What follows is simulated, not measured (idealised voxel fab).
Process module in this document: voxel spacer lines
Cross-sectional view cut (width: 295 nm; square cell size: 5 nm).
A cross-section in this document is a grid of square cells, and it is written down as bands, the top band listed before the ones below it; a band is made up of one or more rows of cells. Top height, bottom height, nm. Materials left to right, width each, nm. Single material + "everywhere" = fills band edge to edge. "empty" = empty. Height is counted from the level 0, under which the received wafer is composed throughout of one material. The lowest of the bands is not closed at the bottom but continues downward, in the notation "0 -> down". The two numbers in a width such as "30..40" mark its ends across the band: the first belongs to the top row of cells, the second to the bottom row, and from each row to the next the width moves by the same amount. Step note "nothing changed" = no cross-section cell changed. For the entry "closed voids", the listed items are empty spaces with no open way to the top whose size is 8 cells or more; each item follows the pattern width x height at distance, where distance is from the left edge and all three are in nm. What comes after the settings on a step's line is commentary from the simulator itself on that step. overlay nm: for a step with a mask, the amount by which the mask lay right of where it was planned; a negative amount means left of it.

### Below is the list of planned process steps
- 1: RECEIVE: material Si
- 2: CONFORMAL_DEP: material Al2O3, thk nm 10
- 3: DIRECTIONAL_DEP: material SiN, thk nm 20
- 4: DIRECTIONAL_DEP: material aC, thk nm 30
- 5: PATTERN: tone cover, mask id MANDREL, material resist, width nm 15, pitch nm 60, thk nm 40, overlay nm -15
- 6: DIRECTIONAL_ETCH: etch materials aC, depth nm 30
- 7: STRIP: etch materials resist
- 8: CONFORMAL_DEP: material SiO2, thk nm 15
- 9: DIRECTIONAL_ETCH: etch materials SiO2, depth nm 15
- 10: STRIP: etch materials aC
- 11: DIRECTIONAL_ETCH: etch materials SiN, depth nm 20
- 12: STRIP: etch materials SiO2
- 13: FILL_DEP: material SiO2, thk nm 10
- 14: CMP: height nm 30
Split variable: overlay nm, step 5. Plan value = first wafer. Wafers start alike.

### The first of several wafers, as received after step 1, seen in section
  0 -> down  Si everywhere
  closed voids: none

### Below, a row for every wafer. Read it as the end-of-module picture: for each material the wafer shows its cells gained (+) or lost (-) since it was received, and then its closed voids
overlay nm -15; +118 Al2O3; +72 SiN; +164 SiO2; closed voids: none
overlay nm -10; +118 Al2O3; +72 SiN; +164 SiO2; closed voids: none
overlay nm -5; +118 Al2O3; +72 SiN; +164 SiO2; closed voids: none
overlay nm 0; +118 Al2O3; +72 SiN; +164 SiO2; closed voids: none
overlay nm 5; +118 Al2O3; +72 SiN; +164 SiO2; closed voids: none
overlay nm 10; +118 Al2O3; +72 SiN; +164 SiO2; closed voids: none
overlay nm 15; +118 Al2O3; +72 SiN; +164 SiO2; closed voids: none
